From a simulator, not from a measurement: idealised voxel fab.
Title: Process Module voxel local oxidation
cross-section cut | 190 nm wide | cells 5 nm
In this document a cross-section is written as a grid of square cells. It is given as a series of bands, listed from the top down, and a band is one or more rows of cells.
Band: top height; bottom height; in nm. Then, left to right: material with width in nm, for each material. "all across": a single material spanning edge to edge. "blank": empty space.
The level at which height equals 0 is the one under which the wafer, as it arrives, is entirely one material. No lower edge exists for the bottom band, which continues downward and is notated as in "0 -> down".
Width spec "30..40" -> top row of cells at first value, bottom row at second value, equal per-row change in between.
Basically "no change" means that step didn't change any cell in the cross-section.
Basically, "Listed closed voids" tells you about the enclosed voids: empty spaces with no open way to the top, 8 cells or bigger, each written width x height at distance, where distance is from the left edge, all in nm.
Whatever follows a step's settings on its line is a remark the simulator itself makes about that step.
You can add "overlay nm" to a step's line. For a step with a mask, it describes how far the mask lay to the right of its planned position, and a negative number describes a lay to the left.

Process steps (planned)
- 1: RECEIVE [material Si]
- 2: OXIDIZE [depth nm 5]
- 3: CONFORMAL_DEP [material SiN] [thk nm 15]
- 4: MASKED_ETCH [tone cover] [mask id ACTIVE] [width nm 90] [etch materials SiN] [depth nm 5] [overlay nm 0]
- 5: SELECTIVE_ETCH [etch materials SiO2] [depth nm 5]
- 6: OXIDIZE [depth nm 10]
- 7: STRIP [etch materials SiN]
It is noted that the wafers described herein are identical at the outset and are distinguished by the depth nm of step 4; the value stated in the plan corresponds to the first wafer.

Cross-sectional view of the first of several wafers in the as-received condition, corresponding to the state following step 1
- 0 -> down | Si all across
- Listed closed voids: none

The following table contains a row per wafer, in which are reported, at the conclusion of the module, the cells of each material gained (+) or lost (-) since the wafer's receipt, with its closed voids given thereafter
depth nm 5 | -38 Si | +38 SiO2 | Listed closed voids: none
depth nm 10 | -38 Si | +38 SiO2 | Listed closed voids: none
depth nm 15 | -90 Si | +68 SiO2 | Listed closed voids: none
depth nm 20 | -90 Si | +68 SiO2 | Listed closed voids: none
depth nm 25 | -90 Si | +68 SiO2 | Listed closed voids: none
depth nm 30 | -90 Si | +68 SiO2 | Listed closed voids: none
